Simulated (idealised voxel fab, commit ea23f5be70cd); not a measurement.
process module | voxel air gaps
cross-section cut | 290 nm wide | cells 5 nm
A cross-section is a grid of square cells, given in bands from the top down. A band is one or more rows of cells.
Each band's line starts with the height of the band's top and of its bottom, in nm. Then come its materials from left to right, each with its width in nm. One material with "throughout" fills the band from edge to edge. "air" is empty space.
Height 0 is the level under which the wafer as received is all one material. The lowest band goes on downwards, as in "0 down".
A width such as "30 to 40" changes by the same amount from each row of cells to the next, from the band's top row to its bottom row.
"no change" after a step means that no cell of the cross-section changed.
closed voids: empty space of 8 cells or more with no open way to the top, each as width x height at its distance from the left edge, in nm
after a step's settings: what the simulator itself notes on the step
overlay nm, on a step with a mask: how far to the right of its planned place the mask lay; to the left if negative
Each pair below shows a cross-section before one step and the cross-section after it, down to the lowest band that changed. The line under each pair gives the step between them, with its settings. The pairs can come from different runs of this module on the same starting wafer, so a pair continues from the pair above only where its "before" says so.
before
  75 to 60: air 65 | aC 20 | air 25 | aC 20 | air 25 | aC 20 | air 25 | aC 20 | air 70
  60 to 20: SiO2 throughout
  20 to 15: SiCN throughout
  15 to 0: SiO2 throughout
  0 down: Si throughout
  closed voids: none
after
  75 to 60: air 65 | aC 20 | air 25 | aC 20 | air 25 | aC 20 | air 25 | aC 20 | air 70
  60 to 20: air 65 | SiO2 20 | air 25 | SiO2 20 | air 25 | SiO2 20 | air 25 | SiO2 20 | air 70
  below 20: unchanged
  closed voids: none
the step between: op DIRECTIONAL_ETCH | etch materials SiO2 | depth nm 40
before: the cross-section after the pair above
after
  60 to 20: air 65 | SiO2 20 | air 25 | SiO2 20 | air 25 | SiO2 20 | air 25 | SiO2 20 | air 70
  below 20: unchanged
  closed voids: none
the step between: op STRIP | etch materials aC
before: the cross-section after the pair above
after
  65 to 60: air 60 | TiN 30 | air 15 | TiN 30 | air 15 | TiN 30 | air 15 | TiN 30 | air 65
  60 to 25: air 60 | TiN 5 | SiO2 20 | TiN 5 | air 15 | TiN 5 | SiO2 20 | TiN 5 | air 15 | TiN 5 | SiO2 20 | TiN 5 | air 15 | TiN 5 | SiO2 20 | TiN 5 | air 65
  25 to 20: TiN 65 | SiO2 20 | TiN 25 | SiO2 20 | TiN 25 | SiO2 20 | TiN 25 | SiO2 20 | TiN 70
  below 20: unchanged
  closed voids: none
the step between: op CONFORMAL_DEP | material TiN | thk nm 5
before: the cross-section after the pair above
after
  70 to 65: W throughout
  65 to 60: W 60 | TiN 30 | W 15 | TiN 30 | W 15 | TiN 30 | W 15 | TiN 30 | W 65
  60 to 25: W 60 | TiN 5 | SiO2 20 | TiN 5 | W 15 | TiN 5 | SiO2 20 | TiN 5 | W 15 | TiN 5 | SiO2 20 | TiN 5 | W 15 | TiN 5 | SiO2 20 | TiN 5 | W 65
  below 25: unchanged
  closed voids: none
the step between: op FILL_DEP | material W | thk nm 5
before: the cross-section after the pair above
after
  60 to 25: W 60 | TiN 5 | SiO2 20 | TiN 5 | W 15 | TiN 5 | SiO2 20 | TiN 5 | W 15 | TiN 5 | SiO2 20 | TiN 5 | W 15 | TiN 5 | SiO2 20 | TiN 5 | W 65
  below 25: unchanged
  closed voids: none
the step between: op CMP | height nm 60
before: the cross-section after the pair above
after
  70 to 60: Ru throughout
  below 60: unchanged
  closed voids: none
the step between: op EPI | material Ru | thk nm 10
before: the cross-section after the pair above
after
  75 to 70: SiCN throughout
  below 70: unchanged
  closed voids: none
the step between: op CONFORMAL_DEP | material SiCN | thk nm 5
